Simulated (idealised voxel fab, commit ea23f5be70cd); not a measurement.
process module | voxel plated lines
cross-section cut | 195 nm wide | cells 5 nm
A cross-section is a grid of square cells, given in bands from the top down. A band is one or more rows of cells.
Each band's line starts with the height of the band's top and of its bottom, in nm. Then come its materials from left to right, each with its width in nm. One material with "throughout" fills the band from edge to edge. "air" is empty space.
Height 0 is the level under which the wafer as received is all one material. The lowest band goes on downwards, as in "0 down".
A width such as "30 to 40" changes by the same amount from each row of cells to the next, from the band's top row to its bottom row.
"no change" after a step means that no cell of the cross-section changed.
closed voids: empty space of 8 cells or more with no open way to the top, each as width x height at its distance from the left edge, in nm
after a step's settings: what the simulator itself notes on the step
overlay nm, on a step with a mask: how far to the right of its planned place the mask lay; to the left if negative
plan
1 op RECEIVE | material Si
2 op CONFORMAL_DEP | material SiN | thk nm 10
3 op DIRECTIONAL_DEP | material TiN | thk nm 5
4 op PATTERN | tone open | mask id LINES | material resist | width nm 15 | pitch nm 35 | thk nm 35 | overlay nm 0
5 op EPI | material Ru | thk nm 10
6 op EPI | material Ru | thk nm 5
7 op EPI | material Ru | thk nm 10
8 op STRIP | etch materials resist
9 op DIRECTIONAL_ETCH | etch materials TiN | depth nm 5
10 op CONFORMAL_DEP | material SiCN | thk nm 5
as received, after step 1
  0 down: Si throughout
  closed voids: none
a wafer at the end: this start, this plan, one mistake
  45 to 40: air 65 | SiCN 30 | air 5 | SiCN 30 | air 65
  40 to 15: air 65 | SiCN 5 | Ru 20 | SiCN 5 | air 5 | SiCN 5 | Ru 20 | SiCN 5 | air 65
  15 to 10: SiCN 70 | TiN 20 | SiCN 15 | TiN 20 | SiCN 70
  10 to 0: SiN throughout
  0 down: Si throughout
  closed voids: none
what went wrong: step 4 ran as: op PATTERN | tone open | mask id LINES | material resist | width nm 20 | pitch nm 35 | thk nm 35 | overlay nm 0
